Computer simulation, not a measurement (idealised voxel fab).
Name of the process module below: voxel ribs on slabs
cross-section cut | 235 nm wide | cells 5 nm
Cross-section layout: square cells on a grid; listed as bands, top to bottom; a band spans one or more cell rows. Heads up on the band format: heights come first, top then bottom, in nm. After that it's the materials left to right, each with its width in nm. A single material flagged "edge to edge" fills the whole band edge to edge, and "blank" means there's empty space there. Where do heights start? At 0: under that level the wafer as delivered is made of one material only. And the lowest band has no floor; it just carries on downward, as in "top 0, no bottom". When a width is written as two numbers, as in "30..40", the first number is the width in the top row of cells of the band and the second is the width in its bottom row, and the width changes by the same amount from each row to the next. Where the words "no modifications" appear for a step, the cross-section shows no cell changed by that step; every cell remained as before. "Fully sealed voids": sealed empty spaces, 8 cells or more, no open way to top, listed width x height at distance, with distance from the left edge and width, height and distance in nm. Whatever follows a step's settings on its line is a remark the simulator itself makes about that step. overlay nm: how far to the right of its planned place the mask lay on this masked step (negative: to the left). Pairs ahead. Before: cross-section ahead of one process step. After: cross-section once the step is done, shown to the lowest changed band only. Under each pair: that step, with settings. Caution: pairs may come from different runs of this module on the same starting wafer; a pair follows the pair above only where its "Status before step" entry says so.

# Status before step
> top 40, bottom 25: 85 nm SiN  60 nm blank  90 nm SiN
> top 25, bottom 20: 85 nm SiN  15 nm blank  30 nm SiN  15 nm blank  90 nm SiN
> top 20, bottom 0: SiO2 edge to edge
> top 0, no bottom: Si edge to edge
> Fully sealed voids: none

# Sectional View, Post-Process
> top 55, bottom 40: SiO2 edge to edge
> top 40, bottom 25: 85 nm SiN  60 nm SiO2  90 nm SiN
> top 25, bottom 20: 85 nm SiN  15 nm SiO2  30 nm SiN  15 nm SiO2  90 nm SiN
> At heights below 20, the structure remains unaltered.
> Fully sealed voids: none
The cross-sections above show the structure before and after this step: FILL_DEP [material SiO2] [thk nm 15]

Status before step: The initial state for this step is given by the after cross-section of the immediately preceding pair.

# Sectional View, Post-Process
> top 60, bottom 55: TiN edge to edge
> At heights below 55, the structure remains unaltered.
> Fully sealed voids: none
The cross-sections above show the structure before and after this step: DIRECTIONAL_DEP [material TiN] [thk nm 5]

Status before step: The initial state for this step is given by the after cross-section of the immediately preceding pair.

# Sectional View, Post-Process
> top 80, bottom 60: 95 nm blank  40 nm resist  100 nm blank
> At heights below 60, the structure remains unaltered.
> Fully sealed voids: none
The cross-sections above show the structure before and after this step: PATTERN [tone cover] [mask id HEATER] [material resist] [width nm 40] [thk nm 20] [overlay nm 0]

Status before step: The initial state for this step is given by the after cross-section of the immediately preceding pair.

# Sectional View, Post-Process
> top 80, bottom 60: 95 nm blank  40 nm resist  100 nm blank
> top 60, bottom 55: 95 nm blank  40 nm TiN  100 nm blank
> At heights below 55, the structure remains unaltered.
> Fully sealed voids: none
The cross-sections above show the structure before and after this step: DIRECTIONAL_ETCH [etch materials TiN] [depth nm 5]

Status before step: The initial state for this step is given by the after cross-section of the immediately preceding pair.

# Sectional View, Post-Process
> top 60, bottom 55: 95 nm blank  40 nm TiN  100 nm blank
> At heights below 55, the structure remains unaltered.
> Fully sealed voids: none
The cross-sections above show the structure before and after this step: STRIP [etch materials resist]

Status before step: The initial state for this step is given by the after cross-section of the immediately preceding pair.

# Sectional View, Post-Process
> top 65, bottom 60: 90 nm blank  50 nm SiN  95 nm blank
> top 60, bottom 55: 95 nm SiN  40 nm TiN  100 nm SiN
> At heights below 55, the structure remains unaltered.
> Fully sealed voids: none
The cross-sections above show the structure before and after this step: CONFORMAL_DEP [material SiN] [thk nm 5]
